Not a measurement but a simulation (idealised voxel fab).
process module | voxel ribs on slabs
cross-section cut | 190 nm wide | cells 5 nm
A cross-section is a grid of square cells, given in bands from the top down. A band is one or more rows of cells.
Each band's line starts with the height of the band's top and of its bottom, in nm. Then come its materials from left to right, each with its width in nm. One material with "throughout" fills the band from edge to edge. "air" is empty space.
Height 0 is the level under which the wafer as received is all one material. The lowest band goes on downwards, as in "0 down".
A width such as "30 to 40" changes by the same amount from each row of cells to the next, from the band's top row to its bottom row.
"no change" after a step means that no cell of the cross-section changed.
closed voids: empty space of 8 cells or more with no open way to the top, each as width x height at its distance from the left edge, in nm
after a step's settings: what the simulator itself notes on the step
overlay nm, on a step with a mask: how far to the right of its planned place the mask lay; to the left if negative
plan
1 op RECEIVE | material Si
2 op DIRECTIONAL_DEP | material SiO2 | thk nm 20
3 op DIRECTIONAL_DEP | material SiN | thk nm 15
4 op DIRECTIONAL_DEP | material aC | thk nm 10
5 op PATTERN | tone cover | mask id RIB | material resist | width nm 20 | thk nm 25 | overlay nm 0
6 op DIRECTIONAL_ETCH | etch materials aC | depth nm 10
7 op STRIP | etch materials resist
8 op DIRECTIONAL_ETCH | etch materials SiN | depth nm 10
9 op STRIP | etch materials aC
10 op MASKED_ETCH | tone cover | mask id SLAB | width nm 50 | etch materials SiN | depth nm 5 | overlay nm 0
11 op FILL_DEP | material SiO2 | thk nm 20
12 op CMP | height nm 45
13 op DIRECTIONAL_DEP | material TiN | thk nm 5
14 op MASKED_ETCH | tone cover | mask id HEATER | width nm 30 | etch materials TiN | depth nm 5 | overlay nm 0
15 op CONFORMAL_DEP | material SiO2 | thk nm 5
as received, after step 1
  0 down: Si throughout
  closed voids: none
first wafer at the end, as planned
  55 to 50: air 75 | SiO2 40 | air 75
  50 to 45: SiO2 80 | TiN 30 | SiO2 80
  45 to 35: SiO2 throughout
  35 to 25: SiO2 85 | SiN 20 | SiO2 85
  25 to 20: SiO2 70 | SiN 50 | SiO2 70
  20 to 0: SiO2 throughout
  0 down: Si throughout
  closed voids: none
second wafer at the end: like start, like plan, one mistake
  55 to 50: SiO2 throughout
  50 to 45: aC throughout
  45 to 35: SiO2 throughout
  35 to 25: SiO2 85 | SiN 20 | SiO2 85
  25 to 20: SiO2 70 | SiN 50 | SiO2 70
  20 to 0: SiO2 throughout
  0 down: Si throughout
  closed voids: none
what went wrong: step 13 ran as: op DIRECTIONAL_DEP | material aC | thk nm 5
at the end the second wafer has, in cells: 2 fewer of SiO2 | 6 fewer of TiN | 38 more of aC
